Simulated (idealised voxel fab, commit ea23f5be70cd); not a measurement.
Proc. module: voxel self aligned contacts
Xsec cut, 270 nm wide, square cell size 5 nm.
Bands, listed from the top down, are how a cross-section gets written in this document; the cross-section itself is a grid of square cells, and a band is one or more rows of them. Look at the band entry: it leads with the top's height and the bottom's height in nm. Then it lists the materials left to right, with a width in nm for each. The word "full width" on a single material says that material fills the band edge to edge. The word "blank" is empty space. Measure heights from 0. That's the level where, below it, the as-received wafer is all one material. The lowest band is bottomless and extends downward; write it as in "from 0 down". The notation "30 to 40" denotes a width that varies across the rows of cells in the band, beginning at the first number in the top row, finishing at the second number in the bottom row, and changing by an identical amount from each row to the next. "nothing changed" -> step changed no cross-section cell. Each empty space that has no open way to the top and spans at least 8 cells appears under "Trapped voids" as width x height at distance, the distance counted from the left edge, all in nm. If you see something after the settings on a step's line, that's the simulator's own remark about that step. overlay nm, on a step with a mask: how far to the right of its planned place the mask lay; to the left if negative.

## Intended process steps
step 1: op RECEIVE | material Si
step 2: op OXIDIZE | depth nm 5
step 3: op DIRECTIONAL_DEP | material polySi | thk nm 30
step 4: op DIRECTIONAL_DEP | material SiN | thk nm 20
step 5: op DIRECTIONAL_DEP | material aC | thk nm 15
step 6: op PATTERN | tone cover | mask id GATE | material resist | width nm 25 | pitch nm 55 | thk nm 30 | overlay nm 0
step 7: op DIRECTIONAL_ETCH | etch materials aC | depth nm 15
step 8: op STRIP | etch materials resist
step 9: op DIRECTIONAL_ETCH | etch materials SiN | depth nm 20
step 10: op DIRECTIONAL_ETCH | etch materials polySi | depth nm 30
step 11: op STRIP | etch materials aC
step 12: op CONFORMAL_DEP | material SiN | thk nm 5
step 13: op DIRECTIONAL_ETCH | etch materials SiN | depth nm 5
step 14: op FILL_DEP | material SiO2 | thk nm 15
step 15: op CMP | height nm 60
step 16: op MASKED_ETCH | tone open | mask id CONTACT | width nm 40 | etch materials SiO2 | depth nm 65 | overlay nm 0
step 17: op CONFORMAL_DEP | material TiN | thk nm 5
step 18: op FILL_DEP | material W | thk nm 5
step 19: op CMP | height nm 60
step 20: op CONFORMAL_DEP | material SiCN | thk nm 5

## Wafer as received: cross-section following step 1
  from 0 down | Si full width
  Trapped voids: none

## Final wafer profile in cross-section after the module, from the same start and plan as above, with one mistake made during processing
  from 65 to 60 | SiCN full width
  from 60 to 50 | 115 SiO2, then 5 to 15 TiN, then 30 to 10 W, then 5 to 15 TiN, then 115 SiO2
  from 50 to 25 | 90 SiO2, then 5 SiN, then 25 polySi, then 5 SiN, then 5 TiN, then 10 W, then 5 TiN, then 5 SiN, then 25 polySi, then 5 SiN, then 90 SiO2
  from 25 to 20 | 90 SiO2, then 5 SiN, then 25 polySi, then 5 SiN, then 20 TiN, then 5 SiN, then 25 polySi, then 5 SiN, then 90 SiO2
  from 20 to 0 | SiN full width
  from 0 to -5 | SiO2 full width
  from -5 down | Si full width
  Trapped voids: none
Misprocessing identified: steps 3 and 4 got flipped, so each one ran where the other should have
